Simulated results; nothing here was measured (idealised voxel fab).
The following is a process module called voxel wiring stack.
Section cut is 290 nm wide and gridded with 5 nm square cells.
Heads up, the way a cross-section reads in here is a grid of square cells, handed over as bands from the top down, with every band being one or more rows of cells. A band entry consists of two parts. The first gives the height of the band's top and the height of its bottom, in nm. The rest lists the band's materials from left to right, each with its width in nm. A single material labelled with the word "throughout" fills the band from edge to edge, and the word "air" marks empty space. All heights in this document are referenced to 0, defined as the level beneath which the wafer, as received, consists entirely of one material. The lowest band is not bounded below; it extends indefinitely downward and is written in the form "0 and below". The two numbers in a width such as "30->40" mark its ends across the band: the first belongs to the top row of cells, the second to the bottom row, and from each row to the next the width moves by the same amount. Take "nothing was modified" at face value: in the step it is given for, the cross-section changed in none of its cells. "Closed void roster" lists enclosed empty spaces (at least 8 cells, no open path upward to the top), each as width x height at distance from the left edge, in nm. Post-settings text on a step line: simulator's own remark regarding the step. overlay nm: on a step with a mask, how far right of its planned place the mask lay; negative means left.

The following list gives the planned process steps:
| 1 | RECEIVE | material Si |
| 2 | CONFORMAL_DEP | material SiO2 | thk nm 15 |
| 3 | DIRECTIONAL_DEP | material TiN | thk nm 5 |
| 4 | DIRECTIONAL_DEP | material W | thk nm 20 |
| 5 | DIRECTIONAL_DEP | material aC | thk nm 10 |
| 6 | PATTERN | tone cover | mask id METAL_1 | material resist | width nm 25 | pitch nm 45 | thk nm 30 | overlay nm 0 |
| 7 | DIRECTIONAL_ETCH | etch materials aC | depth nm 10 |
| 8 | STRIP | etch materials resist |
| 9 | DIRECTIONAL_ETCH | etch materials W | depth nm 20 |
| 10 | DIRECTIONAL_ETCH | etch materials TiN | depth nm 5 |
| 11 | STRIP | etch materials aC |
| 12 | CONFORMAL_DEP | material SiN | thk nm 5 |
| 13 | FILL_DEP | material lowk | thk nm 10 |
| 14 | CMP | height nm 40 |
| 15 | CONFORMAL_DEP | material SiCN | thk nm 5 |
| 16 | DIRECTIONAL_DEP | material SiO2 | thk nm 20 |
| 17 | DIRECTIONAL_DEP | material aC | thk nm 10 |
| 18 | PATTERN | tone open | mask id PLUG_1 | material resist | width nm 15 | pitch nm 45 | thk nm 25 | overlay nm 0 |
| 19 | DIRECTIONAL_ETCH | etch materials aC | depth nm 10 |
| 20 | STRIP | etch materials resist |
| 21 | DIRECTIONAL_ETCH | etch materials SiO2 | depth nm 20 |
| 22 | DIRECTIONAL_ETCH | etch materials SiCN | depth nm 5 |
| 23 | STRIP | etch materials aC |
| 24 | CONFORMAL_DEP | material TiN | thk nm 5 |
| 25 | FILL_DEP | material Cu | thk nm 5 |
| 26 | CMP | height nm 65 |
| 27 | DIRECTIONAL_DEP | material TiN | thk nm 5 |
| 28 | DIRECTIONAL_DEP | material W | thk nm 15 |
| 29 | DIRECTIONAL_DEP | material aC | thk nm 10 |
| 30 | PATTERN | tone cover | mask id METAL_2 | material resist | width nm 25 | pitch nm 45 | thk nm 30 | overlay nm 0 |
| 31 | DIRECTIONAL_ETCH | etch materials aC | depth nm 10 |
| 32 | STRIP | etch materials resist |
| 33 | DIRECTIONAL_ETCH | etch materials W | depth nm 15 |
| 34 | DIRECTIONAL_ETCH | etch materials TiN | depth nm 5 |
| 35 | STRIP | etch materials aC |
| 36 | CONFORMAL_DEP | material SiCN | thk nm 5 |
| 37 | FILL_DEP | material SiO2 | thk nm 10 |
| 38 | CMP | height nm 85 |
| 39 | CONFORMAL_DEP | material SiCN | thk nm 5 |
| 40 | DIRECTIONAL_DEP | material lowk | thk nm 10 |
| 41 | MASKED_ETCH | tone open | mask id PLUG_2 | width nm 15 | pitch nm 45 | etch materials lowk | depth nm 10 | overlay nm 0 |
| 42 | MASKED_ETCH | tone open | mask id PLUG_2 | width nm 15 | pitch nm 45 | etch materials SiCN | depth nm 5 | overlay nm 0 |
| 43 | CONFORMAL_DEP | material TiN | thk nm 5 |
| 44 | FILL_DEP | material W | thk nm 10 |
| 45 | CMP | height nm 100 |
| 46 | CONFORMAL_DEP | material SiN | thk nm 5 |
| 47 | DIRECTIONAL_DEP | material SiO2 | thk nm 20 |
| 48 | PATTERN | tone open | mask id METAL_3 | material resist | width nm 25 | pitch nm 45 | thk nm 20 | overlay nm 0 |
| 49 | DIRECTIONAL_ETCH | etch materials SiO2 | depth nm 20 |
| 50 | DIRECTIONAL_ETCH | etch materials SiN | depth nm 5 |
| 51 | STRIP | etch materials resist |
| 52 | CONFORMAL_DEP | material TiN | thk nm 5 |
| 53 | FILL_DEP | material Ru | thk nm 10 |
| 54 | CMP | height nm 125 |
| 55 | CONFORMAL_DEP | material SiN | thk nm 5 |
For this document, wafers share an identical start and vary in the step 41 width nm; the plan quotes the first wafer's value.

Cross-section of the first of several wafers as received (after step 1):
> 0 and below | Si throughout
> Closed void roster: none

each wafer at the end: cells of each material gained (+) or lost (-) since it was received, then its closed voids:
width nm 15, +12 Cu, +36 Ru, +159 SiCN, +168 SiN, +653 SiO2, +123 TiN, +111 W, +246 lowk, Closed void roster: none
width nm 20, +12 Cu, +36 Ru, +159 SiCN, +168 SiN, +653 SiO2, +126 TiN, +114 W, +240 lowk, Closed void roster: none
width nm 25, +12 Cu, +36 Ru, +159 SiCN, +168 SiN, +653 SiO2, +129 TiN, +117 W, +234 lowk, Closed void roster: none
width nm 30, +12 Cu, +36 Ru, +159 SiCN, +168 SiN, +653 SiO2, +132 TiN, +120 W, +228 lowk, Closed void roster: none
